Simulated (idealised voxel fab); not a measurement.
Name of the process module below: voxel gate over fins
For reference, the cross-section in this document is cut, with width 155 nm and square cells of 5 nm.
This document writes a cross-section as a grid whose cells are square, and gives it as bands, listed from the top down; one or more rows of cells form a band.
Heights first: top, then bottom, in nm. Then materials, left to right, each with a width in nm. "full width" on a single material: fills the band edge to edge. "blank": empty space.
We count height from 0. Below that, the starting wafer is all one material. The lowest band never ends at the bottom but goes on down; see "0 -> down" for how that is written.
With a width like "30..40", each row of cells in the band differs from the next by the same amount, the top row carrying the first number and the bottom row the second.
"everything unchanged" -> step changed no cross-section cell.
Any empty space of 8 cells or more lacking an open way to the top shows up in "Sealed-off cavities" as width x height at distance, distance from the left edge, in nm.
Formally, on a step line, whatever follows the settings is a remark that the simulator itself makes on the step.
"overlay nm" denotes, for a step that has a mask, the displacement of the mask to the right of its planned place, with negative values corresponding to the left.

THESE ARE THE STEPS WE PLANNED FOR THE PROCESS
1 RECEIVE: material Si
2 CONFORMAL_DEP: material SiN, thk nm 5
3 PATTERN: tone cover, mask id FINS, material resist, width nm 15, pitch nm 35, thk nm 15, overlay nm 0
4 DIRECTIONAL_ETCH: etch materials SiN, depth nm 5
5 DIRECTIONAL_ETCH: etch materials Si, depth nm 30
6 STRIP: etch materials resist
7 OXIDIZE: depth nm 5
8 FILL_DEP: material SiO2, thk nm 15
9 CMP: height nm 5
10 SELECTIVE_ETCH: etch materials SiO2, depth nm 15
11 STRIP: etch materials SiN
12 CONFORMAL_DEP: material HfO2, thk nm 5
13 CONFORMAL_DEP: material TiN, thk nm 5
14 FILL_DEP: material W, thk nm 10
15 CMP: height nm 15
16 CONFORMAL_DEP: material SiCN, thk nm 10

FIRST WAFER OUT OF TWO, PROCESSED AS PLANNED

INCOMING WAFER, CROSS-SECTIONAL VIEW, POST STEP 1
* 0 -> down  Si full width
* Sealed-off cavities: none

AFTER STEP 2: WAFER CROSS-SECTION
* 5 -> 0  SiN full width
* Below 0, the layers are the same as they were.

AFTER STEP 3: WAFER CROSS-SECTION
* 20 -> 5  50 of blank; 15 of resist; 20 of blank; 15 of resist; 55 of blank
* Below 5, the layers are the same as they were.

AFTER STEP 4: WAFER CROSS-SECTION
* 20 -> 5  50 of blank; 15 of resist; 20 of blank; 15 of resist; 55 of blank
* 5 -> 0  50 of blank; 15 of SiN; 20 of blank; 15 of SiN; 55 of blank
* Below 0, the layers are the same as they were.

AFTER STEP 5: WAFER CROSS-SECTION
* 20 -> 5  50 of blank; 15 of resist; 20 of blank; 15 of resist; 55 of blank
* 5 -> 0  50 of blank; 15 of SiN; 20 of blank; 15 of SiN; 55 of blank
* 0 -> -30  50 of blank; 15 of Si; 20 of blank; 15 of Si; 55 of blank
* Below -30, the layers are the same as they were.

AFTER STEP 6: WAFER CROSS-SECTION
* 5 -> 0  50 of blank; 15 of SiN; 20 of blank; 15 of SiN; 55 of blank
* Below 0, the layers are the same as they were.

AFTER STEP 7: WAFER CROSS-SECTION
* 5 -> 0  50 of blank; 15 of SiN; 20 of blank; 15 of SiN; 55 of blank
* 0 -> -30  50 of blank; 5 of SiO2; 5 of Si; 5 of SiO2; 20 of blank; 5 of SiO2; 5 of Si; 5 of SiO2; 55 of blank
* -30 -> -35  55 of SiO2; 5 of Si; 30 of SiO2; 5 of Si; 60 of SiO2
* Below -35, the layers are the same as they were.

AFTER STEP 8: WAFER CROSS-SECTION
* 20 -> 5  SiO2 full width
* 5 -> 0  50 of SiO2; 15 of SiN; 20 of SiO2; 15 of SiN; 55 of SiO2
* 0 -> -35  55 of SiO2; 5 of Si; 30 of SiO2; 5 of Si; 60 of SiO2
* Below -35, the layers are the same as they were.

AFTER STEP 9: WAFER CROSS-SECTION
* 5 -> 0  50 of SiO2; 15 of SiN; 20 of SiO2; 15 of SiN; 55 of SiO2
* Below 0, the layers are the same as they were.

AFTER STEP 10: WAFER CROSS-SECTION
* 5 -> 0  50 of blank; 15 of SiN; 20 of blank; 15 of SiN; 55 of blank
* 0 -> -10  55 of blank; 5 of Si; 30 of blank; 5 of Si; 60 of blank
* Below -10, the layers are the same as they were.

AFTER STEP 11: WAFER CROSS-SECTION
* 0 -> -10  55 of blank; 5 of Si; 30 of blank; 5 of Si; 60 of blank
* Below -10, the layers are the same as they were.

AFTER STEP 12: WAFER CROSS-SECTION
* 5 -> 0  50 of blank; 15 of HfO2; 20 of blank; 15 of HfO2; 55 of blank
* 0 -> -5  50 of blank; 5 of HfO2; 5 of Si; 5 of HfO2; 20 of blank; 5 of HfO2; 5 of Si; 5 of HfO2; 55 of blank
* -5 -> -10  55 of HfO2; 5 of Si; 30 of HfO2; 5 of Si; 60 of HfO2
* Below -10, the layers are the same as they were.

AFTER STEP 13: WAFER CROSS-SECTION
* 10 -> 5  45 of blank; 25 of TiN; 10 of blank; 25 of TiN; 50 of blank
* 5 -> 0  45 of blank; 5 of TiN; 15 of HfO2; 5 of TiN; 10 of blank; 5 of TiN; 15 of HfO2; 5 of TiN; 50 of blank
* 0 -> -5  50 of TiN; 5 of HfO2; 5 of Si; 5 of HfO2; 20 of TiN; 5 of HfO2; 5 of Si; 5 of HfO2; 55 of TiN
* Below -5, the layers are the same as they were.

AFTER STEP 14: WAFER CROSS-SECTION
* 20 -> 10  W full width
* 10 -> 5  45 of W; 25 of TiN; 10 of W; 25 of TiN; 50 of W
* 5 -> 0  45 of W; 5 of TiN; 15 of HfO2; 5 of TiN; 10 of W; 5 of TiN; 15 of HfO2; 5 of TiN; 50 of W
* Below 0, the layers are the same as they were.

AFTER STEP 15: WAFER CROSS-SECTION
* 15 -> 10  W full width
* Below 10, the layers are the same as they were.

AFTER STEP 16: WAFER CROSS-SECTION
* 25 -> 15  SiCN full width
* Below 15, the layers are the same as they were.

THE SECOND WAFER: IDENTICAL TO THE FIRST AT THE OUTSET AND IN ITS PLANNED SEQUENCE, DIFFERING ONLY IN THAT ONE MISTAKE WAS MADE DURING PROCESSING; UP TO AND INCLUDING STEP 2, ITS PATH IS THE FIRST WAFER'S PATH

THE SECOND WAFER IN CROSS-SECTION, AT THE PLANNED CLOSE OF STEP 3
* 20 -> 5  60 of blank; 15 of resist; 20 of blank; 15 of resist; 45 of blank
* Below 5, the layers are the same as they were.

THE SECOND WAFER IN CROSS-SECTION, AT THE PLANNED CLOSE OF STEP 4
* 20 -> 5  60 of blank; 15 of resist; 20 of blank; 15 of resist; 45 of blank
* 5 -> 0  60 of blank; 15 of SiN; 20 of blank; 15 of SiN; 45 of blank
* Below 0, the layers are the same as they were.

THE SECOND WAFER IN CROSS-SECTION, AT THE PLANNED CLOSE OF STEP 5
* 20 -> 5  60 of blank; 15 of resist; 20 of blank; 15 of resist; 45 of blank
* 5 -> 0  60 of blank; 15 of SiN; 20 of blank; 15 of SiN; 45 of blank
* 0 -> -30  60 of blank; 15 of Si; 20 of blank; 15 of Si; 45 of blank
* Below -30, the layers are the same as they were.

THE SECOND WAFER IN CROSS-SECTION, AT THE PLANNED CLOSE OF STEP 6
* 5 -> 0  60 of blank; 15 of SiN; 20 of blank; 15 of SiN; 45 of blank
* Below 0, the layers are the same as they were.

THE SECOND WAFER IN CROSS-SECTION, AT THE PLANNED CLOSE OF STEP 7
* 5 -> 0  60 of blank; 15 of SiN; 20 of blank; 15 of SiN; 45 of blank
* 0 -> -30  60 of blank; 5 of SiO2; 5 of Si; 5 of SiO2; 20 of blank; 5 of SiO2; 5 of Si; 5 of SiO2; 45 of blank
* -30 -> -35  65 of SiO2; 5 of Si; 30 of SiO2; 5 of Si; 50 of SiO2
* Below -35, the layers are the same as they were.

THE SECOND WAFER IN CROSS-SECTION, AT THE PLANNED CLOSE OF STEP 8
* 20 -> 5  SiO2 full width
* 5 -> 0  60 of SiO2; 15 of SiN; 20 of SiO2; 15 of SiN; 45 of SiO2
* 0 -> -35  65 of SiO2; 5 of Si; 30 of SiO2; 5 of Si; 50 of SiO2
* Below -35, the layers are the same as they were.

THE SECOND WAFER IN CROSS-SECTION, AT THE PLANNED CLOSE OF STEP 9
* 5 -> 0  60 of SiO2; 15 of SiN; 20 of SiO2; 15 of SiN; 45 of SiO2
* Below 0, the layers are the same as they were.

THE SECOND WAFER IN CROSS-SECTION, AT THE PLANNED CLOSE OF STEP 10
* 5 -> 0  60 of blank; 15 of SiN; 20 of blank; 15 of SiN; 45 of blank
* 0 -> -10  65 of blank; 5 of Si; 30 of blank; 5 of Si; 50 of blank
* Below -10, the layers are the same as they were.

THE SECOND WAFER IN CROSS-SECTION, AT THE PLANNED CLOSE OF STEP 11
* 0 -> -10  65 of blank; 5 of Si; 30 of blank; 5 of Si; 50 of blank
* Below -10, the layers are the same as they were.

THE SECOND WAFER IN CROSS-SECTION, AT THE PLANNED CLOSE OF STEP 12
* 5 -> 0  60 of blank; 15 of HfO2; 20 of blank; 15 of HfO2; 45 of blank
* 0 -> -5  60 of blank; 5 of HfO2; 5 of Si; 5 of HfO2; 20 of blank; 5 of HfO2; 5 of Si; 5 of HfO2; 45 of blank
* -5 -> -10  65 of HfO2; 5 of Si; 30 of HfO2; 5 of Si; 50 of HfO2
* Below -10, the layers are the same as they were.

THE SECOND WAFER IN CROSS-SECTION, AT THE PLANNED CLOSE OF STEP 13
* 10 -> 5  55 of blank; 25 of TiN; 10 of blank; 25 of TiN; 40 of blank
* 5 -> 0  55 of blank; 5 of TiN; 15 of HfO2; 5 of TiN; 10 of blank; 5 of TiN; 15 of HfO2; 5 of TiN; 40 of blank
* 0 -> -5  60 of TiN; 5 of HfO2; 5 of Si; 5 of HfO2; 20 of TiN; 5 of HfO2; 5 of Si; 5 of HfO2; 45 of TiN
* Below -5, the layers are the same as they were.

THE SECOND WAFER IN CROSS-SECTION, AT THE PLANNED CLOSE OF STEP 14
* 20 -> 10  W full width
* 10 -> 5  55 of W; 25 of TiN; 10 of W; 25 of TiN; 40 of W
* 5 -> 0  55 of W; 5 of TiN; 15 of HfO2; 5 of TiN; 10 of W; 5 of TiN; 15 of HfO2; 5 of TiN; 40 of W
* Below 0, the layers are the same as they were.

THE SECOND WAFER IN CROSS-SECTION, AT THE PLANNED CLOSE OF STEP 15
* 15 -> 10  W full width
* Below 10, the layers are the same as they were.

THE SECOND WAFER IN CROSS-SECTION, AT THE PLANNED CLOSE OF STEP 16
* 25 -> 15  SiCN full width
* Below 15, the layers are the same as they were.
Nonconformance to the process plan: the process deviated at step 3: the operation and settings actually run there were PATTERN: tone cover, mask id FINS, material resist, width nm 15, pitch nm 35, thk nm 15, overlay nm 10
The concluding comparison shows that, measured in cells, each material is equally abundant on both wafers, albeit at different positions.
